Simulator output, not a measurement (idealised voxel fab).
Herein follows the process module entitled voxel transistor to metal.
Each square cell in cross-section cut measures 5 nm, and the section as a whole is 295 nm wide.
For the purposes of this document, a cross-section shall be understood as a grid of square cells, specified as bands listed in top-to-bottom order, each band consisting of one or more rows of cells.
Look at the band entry: it leads with the top's height and the bottom's height in nm. Then it lists the materials left to right, with a width in nm for each. The word "edge to edge" on a single material says that material fills the band edge to edge. The word "blank" is empty space.
Heights are measured from 0, the level below which the as-received wafer is all one material; the lowest band has no bottom and continues downward, written as in "top 0, no bottom".
A width such as "30 to 40" changes by the same amount from each row of cells to the next, from the band's top row to its bottom row.
The designation "changes: none", where it is given for a processing step, indicates that no cell of the cross-section was altered in the course of that step.
In "Fully enclosed voids" the enclosed voids are listed, meaning empty spaces of 8 cells or larger without any opening to the top. The form is width x height at distance, distance from the left edge, units nm.
Past the settings on a step's line: simulator remark, on that step.
Each step line may optionally specify "overlay nm", which for a step with a mask gives the rightward distance between the mask's planned place and where it lay, a negative value indicating the leftward direction.
Set out below are the planned steps of the process:
1. op RECEIVE | material Si
2. op OXIDIZE | depth nm 5
3. op CONFORMAL_DEP | material SiN | thk nm 15
4. op DIRECTIONAL_DEP | material aC | thk nm 10
5. op PATTERN | tone cover | mask id ACTIVE | material resist | width nm 95 | pitch nm 125 | thk nm 30 | overlay nm 0
6. op DIRECTIONAL_ETCH | etch materials aC | depth nm 10
7. op STRIP | etch materials resist
8. op DIRECTIONAL_ETCH | etch materials SiN | depth nm 15
9. op DIRECTIONAL_ETCH | etch materials SiO2 | depth nm 5
10. op DIRECTIONAL_ETCH | etch materials Si | depth nm 35
11. op STRIP | etch materials aC
12. op OXIDIZE | depth nm 5
13. op FILL_DEP | material SiO2 | thk nm 15
14. op CMP | height nm 15
15. op SELECTIVE_ETCH | etch materials SiO2 | depth nm 5
16. op STRIP | etch materials SiN
17. op SELECTIVE_ETCH | etch materials SiO2 | depth nm 5
18. op OXIDIZE | depth nm 5
19. op DIRECTIONAL_DEP | material polySi | thk nm 30
20. op DIRECTIONAL_DEP | material SiCN | thk nm 15
21. op MASKED_ETCH | tone cover | mask id GATE | width nm 25 | pitch nm 125 | etch materials SiCN | depth nm 25 | overlay nm 0
22. op MASKED_ETCH | tone cover | mask id GATE | width nm 25 | pitch nm 125 | etch materials polySi | depth nm 40 | overlay nm 0
23. op CONFORMAL_DEP | material SiN | thk nm 5
24. op DIRECTIONAL_ETCH | etch materials SiN | depth nm 5
25. op DIRECTIONAL_ETCH | etch materials SiO2 | depth nm 5
26. op EPI | material nSi | thk nm 5
27. op FILL_DEP | material SiO2 | thk nm 5
28. op CMP | height nm 40
29. op DIRECTIONAL_DEP | material SiO2 | thk nm 10
30. op DIRECTIONAL_DEP | material aC | thk nm 10
31. op PATTERN | tone open | mask id CONTACT | material resist | width nm 25 | thk nm 30 | overlay nm 0
32. op DIRECTIONAL_ETCH | etch materials aC | depth nm 10
33. op STRIP | etch materials resist
34. op DIRECTIONAL_ETCH | etch materials SiO2 | depth nm 55
35. op STRIP | etch materials aC
36. op CONFORMAL_DEP | material TiN | thk nm 5
37. op FILL_DEP | material Ru | thk nm 10
38. op CMP | height nm 50
39. op DIRECTIONAL_DEP | material TiN | thk nm 5
40. op DIRECTIONAL_DEP | material W | thk nm 15
41. op DIRECTIONAL_DEP | material aC | thk nm 15
42. op PATTERN | tone cover | mask id METAL_1 | material resist | width nm 15 | thk nm 35 | overlay nm 0
43. op DIRECTIONAL_ETCH | etch materials aC | depth nm 15
44. op STRIP | etch materials resist
45. op DIRECTIONAL_ETCH | etch materials W | depth nm 15
46. op DIRECTIONAL_ETCH | etch materials TiN | depth nm 5
47. op STRIP | etch materials aC
48. op FILL_DEP | material SiO2 | thk nm 5
49. op CMP | height nm 70
50. op CONFORMAL_DEP | material SiN | thk nm 5
Received-state cross-section, reflecting completion of step 1:
  top 0, no bottom: Si edge to edge
  Fully enclosed voids: none
End-of-module XS, first of two wafers, run as planned:
  top 75, bottom 70: SiN edge to edge
  top 70, bottom 55: 40 SiO2, then 15 W, then 55 SiO2, then 15 W, then 40 SiO2, then 15 W, then 55 SiO2, then 15 W, then 45 SiO2
  top 55, bottom 50: 40 SiO2, then 15 TiN, then 55 SiO2, then 15 TiN, then 40 SiO2, then 15 TiN, then 55 SiO2, then 15 TiN, then 45 SiO2
  top 50, bottom 40: 40 SiO2, then 5 TiN, then 15 Ru, then 5 TiN, then 35 SiO2, then 5 TiN, then 15 Ru, then 5 TiN, then 40 SiO2, then 5 TiN, then 15 Ru, then 5 TiN, then 35 SiO2, then 5 TiN, then 15 Ru, then 5 TiN, then 45 SiO2
  top 40, bottom 25: 40 SiO2, then 5 TiN, then 15 Ru, then 5 TiN, then 5 SiN, then 25 SiCN, then 5 SiN, then 5 TiN, then 15 Ru, then 5 TiN, then 40 SiO2, then 5 TiN, then 15 Ru, then 5 TiN, then 5 SiN, then 25 SiCN, then 5 SiN, then 5 TiN, then 15 Ru, then 5 TiN, then 45 SiO2
  top 25, bottom 5: 40 SiO2, then 5 TiN, then 15 Ru, then 5 TiN, then 5 SiN, then 25 polySi, then 5 SiN, then 5 TiN, then 15 Ru, then 5 TiN, then 40 SiO2, then 5 TiN, then 15 Ru, then 5 TiN, then 5 SiN, then 25 polySi, then 5 SiN, then 5 TiN, then 15 Ru, then 5 TiN, then 45 SiO2
  top 5, bottom 0: 30 SiO2, then 5 SiN, then 5 SiO2, then 5 TiN, then 15 Ru, then 5 TiN, then 5 SiN, then 25 polySi, then 5 SiN, then 5 TiN, then 15 Ru, then 5 TiN, then 5 SiO2, then 5 SiN, then 20 SiO2, then 5 SiN, then 5 SiO2, then 5 TiN, then 15 Ru, then 5 TiN, then 5 SiN, then 25 polySi, then 5 SiN, then 5 TiN, then 15 Ru, then 5 TiN, then 5 SiO2, then 5 SiN, then 35 SiO2
  top 0, bottom -5: 30 SiO2, then 5 SiN, then 5 SiO2, then 25 TiN, then 5 SiN, then 25 polySi, then 5 SiN, then 25 TiN, then 5 SiO2, then 5 SiN, then 20 SiO2, then 5 SiN, then 5 SiO2, then 25 TiN, then 5 SiN, then 25 polySi, then 5 SiN, then 25 TiN, then 5 SiO2, then 5 SiN, then 35 SiO2
  top -5, bottom -10: 35 SiO2, then 30 nSi, then 35 SiO2, then 30 nSi, then 30 SiO2, then 30 nSi, then 35 SiO2, then 30 nSi, then 40 SiO2
  top -10, bottom -45: 40 SiO2, then 85 Si, then 40 SiO2, then 85 Si, then 45 SiO2
  top -45, no bottom: Si edge to edge
  Fully enclosed voids: none
The second wafer, shown in cross-section after the module: started the same way as the first and given the same plan, yet one mistake crept into how it was run:
  top 75, bottom 70: SiN edge to edge
  top 70, bottom 55: 40 SiO2, then 15 W, then 55 SiO2, then 15 W, then 40 SiO2, then 15 W, then 55 SiO2, then 15 W, then 45 SiO2
  top 55, bottom 50: 40 SiO2, then 15 TiN, then 55 SiO2, then 15 TiN, then 40 SiO2, then 15 TiN, then 55 SiO2, then 15 TiN, then 45 SiO2
  top 50, bottom 40: 40 SiO2, then 5 W, then 15 Ru, then 5 W, then 35 SiO2, then 5 W, then 15 Ru, then 5 W, then 40 SiO2, then 5 W, then 15 Ru, then 5 W, then 35 SiO2, then 5 W, then 15 Ru, then 5 W, then 45 SiO2
  top 40, bottom 25: 40 SiO2, then 5 W, then 15 Ru, then 5 W, then 5 SiN, then 25 SiCN, then 5 SiN, then 5 W, then 15 Ru, then 5 W, then 40 SiO2, then 5 W, then 15 Ru, then 5 W, then 5 SiN, then 25 SiCN, then 5 SiN, then 5 W, then 15 Ru, then 5 W, then 45 SiO2
  top 25, bottom 5: 40 SiO2, then 5 W, then 15 Ru, then 5 W, then 5 SiN, then 25 polySi, then 5 SiN, then 5 W, then 15 Ru, then 5 W, then 40 SiO2, then 5 W, then 15 Ru, then 5 W, then 5 SiN, then 25 polySi, then 5 SiN, then 5 W, then 15 Ru, then 5 W, then 45 SiO2
  top 5, bottom 0: 30 SiO2, then 5 SiN, then 5 SiO2, then 5 W, then 15 Ru, then 5 W, then 5 SiN, then 25 polySi, then 5 SiN, then 5 W, then 15 Ru, then 5 W, then 5 SiO2, then 5 SiN, then 20 SiO2, then 5 SiN, then 5 SiO2, then 5 W, then 15 Ru, then 5 W, then 5 SiN, then 25 polySi, then 5 SiN, then 5 W, then 15 Ru, then 5 W, then 5 SiO2, then 5 SiN, then 35 SiO2
  top 0, bottom -5: 30 SiO2, then 5 SiN, then 5 SiO2, then 25 W, then 5 SiN, then 25 polySi, then 5 SiN, then 25 W, then 5 SiO2, then 5 SiN, then 20 SiO2, then 5 SiN, then 5 SiO2, then 25 W, then 5 SiN, then 25 polySi, then 5 SiN, then 25 W, then 5 SiO2, then 5 SiN, then 35 SiO2
  top -5, bottom -10: 35 SiO2, then 30 nSi, then 35 SiO2, then 30 nSi, then 30 SiO2, then 30 nSi, then 35 SiO2, then 30 nSi, then 40 SiO2
  top -10, bottom -45: 40 SiO2, then 85 Si, then 40 SiO2, then 85 Si, then 45 SiO2
  top -45, no bottom: Si edge to edge
  Fully enclosed voids: none
What was the processing mistake? step 36, actual vs plan mismatch, actual run op CONFORMAL_DEP | material W | thk nm 5
At the finish, the second wafer shows more or fewer cells for some materials than the first does: -100 TiN | +100 W
